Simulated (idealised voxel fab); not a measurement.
process module | voxel wiring stack
cross-section cut | 245 nm wide | cells 5 nm
A cross-section is a grid of square cells, given in bands from the top down. A band is one or more rows of cells.
Each band's line starts with the height of the band's top and of its bottom, in nm. Then come its materials from left to right, each with its width in nm. One material with "throughout" fills the band from edge to edge. "air" is empty space.
Height 0 is the level under which the wafer as received is all one material. The lowest band goes on downwards, as in "0 down".
A width such as "30 to 40" changes by the same amount from each row of cells to the next, from the band's top row to its bottom row.
"no change" after a step means that no cell of the cross-section changed.
closed voids: empty space of 8 cells or more with no open way to the top, each as width x height at its distance from the left edge, in nm
after a step's settings: what the simulator itself notes on the step
overlay nm, on a step with a mask: how far to the right of its planned place the mask lay; to the left if negative
plan
1 op RECEIVE | material Si
2 op CONFORMAL_DEP | material SiO2 | thk nm 10
3 op CONFORMAL_DEP | material SiCN | thk nm 5
4 op DIRECTIONAL_DEP | material SiO2 | thk nm 20
5 op MASKED_ETCH | tone open | mask id METAL_1 | width nm 30 | pitch nm 60 | etch materials SiO2 | depth nm 20 | overlay nm 0
6 op MASKED_ETCH | tone open | mask id METAL_1 | width nm 30 | pitch nm 60 | etch materials SiCN | depth nm 5 | overlay nm 0
7 op CONFORMAL_DEP | material TiN | thk nm 5
8 op FILL_DEP | material W | thk nm 10
9 op CMP | height nm 35
10 op CONFORMAL_DEP | material SiCN | thk nm 5
11 op DIRECTIONAL_DEP | material lowk | thk nm 20
12 op PATTERN | tone open | mask id PLUG_1 | material resist | width nm 15 | pitch nm 60 | thk nm 15 | overlay nm 0
13 op DIRECTIONAL_ETCH | etch materials lowk | depth nm 20
14 op DIRECTIONAL_ETCH | etch materials SiCN | depth nm 5
15 op STRIP | etch materials resist
16 op EPI | material Ru | thk nm 10
17 op EPI | material Ru | thk nm 10
18 op EPI | material Ru | thk nm 5
19 op DIRECTIONAL_DEP | material TiN | thk nm 5
20 op DIRECTIONAL_DEP | material Ru | thk nm 25
21 op PATTERN | tone cover | mask id METAL_2 | material resist | width nm 30 | pitch nm 60 | thk nm 15 | overlay nm 0
22 op DIRECTIONAL_ETCH | etch materials Ru | depth nm 25
23 op DIRECTIONAL_ETCH | etch materials TiN | depth nm 5
24 op STRIP | etch materials resist
25 op FILL_DEP | material lowk | thk nm 10
26 op CMP | height nm 90
27 op CONFORMAL_DEP | material SiCN | thk nm 5
28 op DIRECTIONAL_DEP | material SiO2 | thk nm 30
29 op PATTERN | tone open | mask id METAL_3 | material resist | width nm 30 | pitch nm 60 | thk nm 20 | overlay nm 0
30 op DIRECTIONAL_ETCH | etch materials SiO2 | depth nm 20
31 op STRIP | etch materials resist
32 op PATTERN | tone open | mask id METAL_3_HOLES | material resist | width nm 15 | pitch nm 60 | thk nm 15 | overlay nm 0
33 op DIRECTIONAL_ETCH | etch materials SiO2 | depth nm 10
34 op DIRECTIONAL_ETCH | etch materials SiCN | depth nm 5
35 op STRIP | etch materials resist
36 op CONFORMAL_DEP | material TiN | thk nm 5
37 op FILL_DEP | material Ru | thk nm 5
38 op CMP | height nm 125
39 op CONFORMAL_DEP | material SiCN | thk nm 5
first wafer, as planned
as received, after step 1
  0 down: Si throughout
  closed voids: none
after step 2
  10 to 0: SiO2 throughout
  below 0: unchanged
after step 3
  15 to 10: SiCN throughout
  below 10: unchanged
after step 4
  35 to 15: SiO2 throughout
  below 15: unchanged
after step 5
  35 to 15: SiO2 45 | air 30 | SiO2 30 | air 30 | SiO2 30 | air 30 | SiO2 50
  below 15: unchanged
after step 6
  35 to 15: SiO2 45 | air 30 | SiO2 30 | air 30 | SiO2 30 | air 30 | SiO2 50
  15 to 10: SiCN 45 | air 30 | SiCN 30 | air 30 | SiCN 30 | air 30 | SiCN 50
  below 10: unchanged
after step 7
  40 to 35: TiN 50 | air 20 | TiN 40 | air 20 | TiN 40 | air 20 | TiN 55
  35 to 15: SiO2 45 | TiN 5 | air 20 | TiN 5 | SiO2 30 | TiN 5 | air 20 | TiN 5 | SiO2 30 | TiN 5 | air 20 | TiN 5 | SiO2 50
  15 to 10: SiCN 45 | TiN 30 | SiCN 30 | TiN 30 | SiCN 30 | TiN 30 | SiCN 50
  below 10: unchanged
after step 8
  50 to 40: W throughout
  40 to 35: TiN 50 | W 20 | TiN 40 | W 20 | TiN 40 | W 20 | TiN 55
  35 to 15: SiO2 45 | TiN 5 | W 20 | TiN 5 | SiO2 30 | TiN 5 | W 20 | TiN 5 | SiO2 30 | TiN 5 | W 20 | TiN 5 | SiO2 50
  below 15: unchanged
after step 9
  35 to 15: SiO2 45 | TiN 5 | W 20 | TiN 5 | SiO2 30 | TiN 5 | W 20 | TiN 5 | SiO2 30 | TiN 5 | W 20 | TiN 5 | SiO2 50
  below 15: unchanged
after step 10
  40 to 35: SiCN throughout
  below 35: unchanged
after step 11
  60 to 40: lowk throughout
  below 40: unchanged
after step 12
  75 to 60: resist 45 | air 15 | resist 45 | air 15 | resist 45 | air 15 | resist 65
  below 60: unchanged
after step 13
  75 to 60: resist 45 | air 15 | resist 45 | air 15 | resist 45 | air 15 | resist 65
  60 to 40: lowk 45 | air 15 | lowk 45 | air 15 | lowk 45 | air 15 | lowk 65
  below 40: unchanged
after step 14
  75 to 60: resist 45 | air 15 | resist 45 | air 15 | resist 45 | air 15 | resist 65
  60 to 40: lowk 45 | air 15 | lowk 45 | air 15 | lowk 45 | air 15 | lowk 65
  40 to 35: SiCN 45 | air 15 | SiCN 45 | air 15 | SiCN 45 | air 15 | SiCN 65
  below 35: unchanged
after step 15
  60 to 40: lowk 45 | air 15 | lowk 45 | air 15 | lowk 45 | air 15 | lowk 65
  below 40: unchanged
after step 16
  60 to 45: lowk 45 | air 15 | lowk 45 | air 15 | lowk 45 | air 15 | lowk 65
  45 to 40: lowk 45 | Ru 15 | lowk 45 | Ru 15 | lowk 45 | Ru 15 | lowk 65
  40 to 35: SiCN 45 | Ru 15 | SiCN 45 | Ru 15 | SiCN 45 | Ru 15 | SiCN 65
  below 35: unchanged
after step 17
  60 to 55: lowk 45 | air 15 | lowk 45 | air 15 | lowk 45 | air 15 | lowk 65
  55 to 40: lowk 45 | Ru 15 | lowk 45 | Ru 15 | lowk 45 | Ru 15 | lowk 65
  below 40: unchanged
after step 18
  60 to 40: lowk 45 | Ru 15 | lowk 45 | Ru 15 | lowk 45 | Ru 15 | lowk 65
  below 40: unchanged
after step 19
  65 to 60: TiN throughout
  below 60: unchanged
after step 20
  90 to 65: Ru throughout
  below 65: unchanged
after step 21
  105 to 90: air 45 | resist 30 | air 30 | resist 30 | air 30 | resist 30 | air 50
  below 90: unchanged
after step 22
  105 to 90: air 45 | resist 30 | air 30 | resist 30 | air 30 | resist 30 | air 50
  90 to 65: air 45 | Ru 30 | air 30 | Ru 30 | air 30 | Ru 30 | air 50
  below 65: unchanged
after step 23
  105 to 90: air 45 | resist 30 | air 30 | resist 30 | air 30 | resist 30 | air 50
  90 to 65: air 45 | Ru 30 | air 30 | Ru 30 | air 30 | Ru 30 | air 50
  65 to 60: air 45 | TiN 30 | air 30 | TiN 30 | air 30 | TiN 30 | air 50
  below 60: unchanged
after step 24
  90 to 65: air 45 | Ru 30 | air 30 | Ru 30 | air 30 | Ru 30 | air 50
  below 65: unchanged
after step 25
  100 to 90: lowk throughout
  90 to 65: lowk 45 | Ru 30 | lowk 30 | Ru 30 | lowk 30 | Ru 30 | lowk 50
  65 to 60: lowk 45 | TiN 30 | lowk 30 | TiN 30 | lowk 30 | TiN 30 | lowk 50
  below 60: unchanged
after step 26
  90 to 65: lowk 45 | Ru 30 | lowk 30 | Ru 30 | lowk 30 | Ru 30 | lowk 50
  below 65: unchanged
after step 27
  95 to 90: SiCN throughout
  below 90: unchanged
after step 28
  125 to 95: SiO2 throughout
  below 95: unchanged
after step 29
  145 to 125: resist 45 | air 30 | resist 30 | air 30 | resist 30 | air 30 | resist 50
  below 125: unchanged
after step 30
  145 to 125: resist 45 | air 30 | resist 30 | air 30 | resist 30 | air 30 | resist 50
  125 to 105: SiO2 45 | air 30 | SiO2 30 | air 30 | SiO2 30 | air 30 | SiO2 50
  below 105: unchanged
after step 31
  125 to 105: SiO2 45 | air 30 | SiO2 30 | air 30 | SiO2 30 | air 30 | SiO2 50
  below 105: unchanged
after step 32
  140 to 125: resist 45 | air 15 | resist 45 | air 15 | resist 45 | air 15 | resist 65
  125 to 105: SiO2 45 | air 15 | resist 15 | SiO2 30 | air 15 | resist 15 | SiO2 30 | air 15 | resist 15 | SiO2 50
  below 105: unchanged
after step 33
  140 to 125: resist 45 | air 15 | resist 45 | air 15 | resist 45 | air 15 | resist 65
  125 to 105: SiO2 45 | air 15 | resist 15 | SiO2 30 | air 15 | resist 15 | SiO2 30 | air 15 | resist 15 | SiO2 50
  105 to 95: SiO2 45 | air 15 | SiO2 45 | air 15 | SiO2 45 | air 15 | SiO2 65
  below 95: unchanged
after step 34
  140 to 125: resist 45 | air 15 | resist 45 | air 15 | resist 45 | air 15 | resist 65
  125 to 105: SiO2 45 | air 15 | resist 15 | SiO2 30 | air 15 | resist 15 | SiO2 30 | air 15 | resist 15 | SiO2 50
  105 to 95: SiO2 45 | air 15 | SiO2 45 | air 15 | SiO2 45 | air 15 | SiO2 65
  95 to 90: SiCN 45 | air 15 | SiCN 45 | air 15 | SiCN 45 | air 15 | SiCN 65
  below 90: unchanged
after step 35
  125 to 105: SiO2 45 | air 30 | SiO2 30 | air 30 | SiO2 30 | air 30 | SiO2 50
  below 105: unchanged
after step 36
  130 to 125: TiN 50 | air 20 | TiN 40 | air 20 | TiN 40 | air 20 | TiN 55
  125 to 110: SiO2 45 | TiN 5 | air 20 | TiN 5 | SiO2 30 | TiN 5 | air 20 | TiN 5 | SiO2 30 | TiN 5 | air 20 | TiN 5 | SiO2 50
  110 to 105: SiO2 45 | TiN 5 | air 5 | TiN 20 | SiO2 30 | TiN 5 | air 5 | TiN 20 | SiO2 30 | TiN 5 | air 5 | TiN 20 | SiO2 50
  105 to 95: SiO2 45 | TiN 5 | air 5 | TiN 5 | SiO2 45 | TiN 5 | air 5 | TiN 5 | SiO2 45 | TiN 5 | air 5 | TiN 5 | SiO2 65
  95 to 90: SiCN 45 | TiN 15 | SiCN 45 | TiN 15 | SiCN 45 | TiN 15 | SiCN 65
  below 90: unchanged
after step 37
  135 to 130: Ru throughout
  130 to 125: TiN 50 | Ru 20 | TiN 40 | Ru 20 | TiN 40 | Ru 20 | TiN 55
  125 to 110: SiO2 45 | TiN 5 | Ru 20 | TiN 5 | SiO2 30 | TiN 5 | Ru 20 | TiN 5 | SiO2 30 | TiN 5 | Ru 20 | TiN 5 | SiO2 50
  110 to 105: SiO2 45 | TiN 5 | Ru 5 | TiN 20 | SiO2 30 | TiN 5 | Ru 5 | TiN 20 | SiO2 30 | TiN 5 | Ru 5 | TiN 20 | SiO2 50
  105 to 95: SiO2 45 | TiN 5 | Ru 5 | TiN 5 | SiO2 45 | TiN 5 | Ru 5 | TiN 5 | SiO2 45 | TiN 5 | Ru 5 | TiN 5 | SiO2 65
  below 95: unchanged
after step 38
  125 to 110: SiO2 45 | TiN 5 | Ru 20 | TiN 5 | SiO2 30 | TiN 5 | Ru 20 | TiN 5 | SiO2 30 | TiN 5 | Ru 20 | TiN 5 | SiO2 50
  below 110: unchanged
after step 39
  130 to 125: SiCN throughout
  below 125: unchanged
second wafer: like start, like plan, one mistake. Through step 24 it matches the first wafer
when step 25 should have ended
  100 to 90: SiO2 throughout
  90 to 65: SiO2 45 | Ru 30 | SiO2 30 | Ru 30 | SiO2 30 | Ru 30 | SiO2 50
  65 to 60: SiO2 45 | TiN 30 | SiO2 30 | TiN 30 | SiO2 30 | TiN 30 | SiO2 50
  below 60: unchanged
when step 26 should have ended
  90 to 65: SiO2 45 | Ru 30 | SiO2 30 | Ru 30 | SiO2 30 | Ru 30 | SiO2 50
  below 65: unchanged
when step 27 should have ended
  95 to 90: SiCN throughout
  below 90: unchanged
when step 28 should have ended
  125 to 95: SiO2 throughout
  below 95: unchanged
when step 29 should have ended
  145 to 125: resist 45 | air 30 | resist 30 | air 30 | resist 30 | air 30 | resist 50
  below 125: unchanged
when step 30 should have ended
  145 to 125: resist 45 | air 30 | resist 30 | air 30 | resist 30 | air 30 | resist 50
  125 to 105: SiO2 45 | air 30 | SiO2 30 | air 30 | SiO2 30 | air 30 | SiO2 50
  below 105: unchanged
when step 31 should have ended
  125 to 105: SiO2 45 | air 30 | SiO2 30 | air 30 | SiO2 30 | air 30 | SiO2 50
  below 105: unchanged
when step 32 should have ended
  140 to 125: resist 45 | air 15 | resist 45 | air 15 | resist 45 | air 15 | resist 65
  125 to 105: SiO2 45 | air 15 | resist 15 | SiO2 30 | air 15 | resist 15 | SiO2 30 | air 15 | resist 15 | SiO2 50
  below 105: unchanged
when step 33 should have ended
  140 to 125: resist 45 | air 15 | resist 45 | air 15 | resist 45 | air 15 | resist 65
  125 to 105: SiO2 45 | air 15 | resist 15 | SiO2 30 | air 15 | resist 15 | SiO2 30 | air 15 | resist 15 | SiO2 50
  105 to 95: SiO2 45 | air 15 | SiO2 45 | air 15 | SiO2 45 | air 15 | SiO2 65
  below 95: unchanged
when step 34 should have ended
  140 to 125: resist 45 | air 15 | resist 45 | air 15 | resist 45 | air 15 | resist 65
  125 to 105: SiO2 45 | air 15 | resist 15 | SiO2 30 | air 15 | resist 15 | SiO2 30 | air 15 | resist 15 | SiO2 50
  105 to 95: SiO2 45 | air 15 | SiO2 45 | air 15 | SiO2 45 | air 15 | SiO2 65
  95 to 90: SiCN 45 | air 15 | SiCN 45 | air 15 | SiCN 45 | air 15 | SiCN 65
  below 90: unchanged
when step 35 should have ended
  125 to 105: SiO2 45 | air 30 | SiO2 30 | air 30 | SiO2 30 | air 30 | SiO2 50
  below 105: unchanged
when step 36 should have ended
  130 to 125: TiN 50 | air 20 | TiN 40 | air 20 | TiN 40 | air 20 | TiN 55
  125 to 110: SiO2 45 | TiN 5 | air 20 | TiN 5 | SiO2 30 | TiN 5 | air 20 | TiN 5 | SiO2 30 | TiN 5 | air 20 | TiN 5 | SiO2 50
  110 to 105: SiO2 45 | TiN 5 | air 5 | TiN 20 | SiO2 30 | TiN 5 | air 5 | TiN 20 | SiO2 30 | TiN 5 | air 5 | TiN 20 | SiO2 50
  105 to 95: SiO2 45 | TiN 5 | air 5 | TiN 5 | SiO2 45 | TiN 5 | air 5 | TiN 5 | SiO2 45 | TiN 5 | air 5 | TiN 5 | SiO2 65
  95 to 90: SiCN 45 | TiN 15 | SiCN 45 | TiN 15 | SiCN 45 | TiN 15 | SiCN 65
  below 90: unchanged
when step 37 should have ended
  135 to 130: Ru throughout
  130 to 125: TiN 50 | Ru 20 | TiN 40 | Ru 20 | TiN 40 | Ru 20 | TiN 55
  125 to 110: SiO2 45 | TiN 5 | Ru 20 | TiN 5 | SiO2 30 | TiN 5 | Ru 20 | TiN 5 | SiO2 30 | TiN 5 | Ru 20 | TiN 5 | SiO2 50
  110 to 105: SiO2 45 | TiN 5 | Ru 5 | TiN 20 | SiO2 30 | TiN 5 | Ru 5 | TiN 20 | SiO2 30 | TiN 5 | Ru 5 | TiN 20 | SiO2 50
  105 to 95: SiO2 45 | TiN 5 | Ru 5 | TiN 5 | SiO2 45 | TiN 5 | Ru 5 | TiN 5 | SiO2 45 | TiN 5 | Ru 5 | TiN 5 | SiO2 65
  below 95: unchanged
when step 38 should have ended
  125 to 110: SiO2 45 | TiN 5 | Ru 20 | TiN 5 | SiO2 30 | TiN 5 | Ru 20 | TiN 5 | SiO2 30 | TiN 5 | Ru 20 | TiN 5 | SiO2 50
  below 110: unchanged
when step 39 should have ended
  130 to 125: SiCN throughout
  below 125: unchanged
what went wrong: step 25 ran as: op FILL_DEP | material SiO2 | thk nm 10
at the end the second wafer has, in cells: 186 more of SiO2 | 186 fewer of lowk
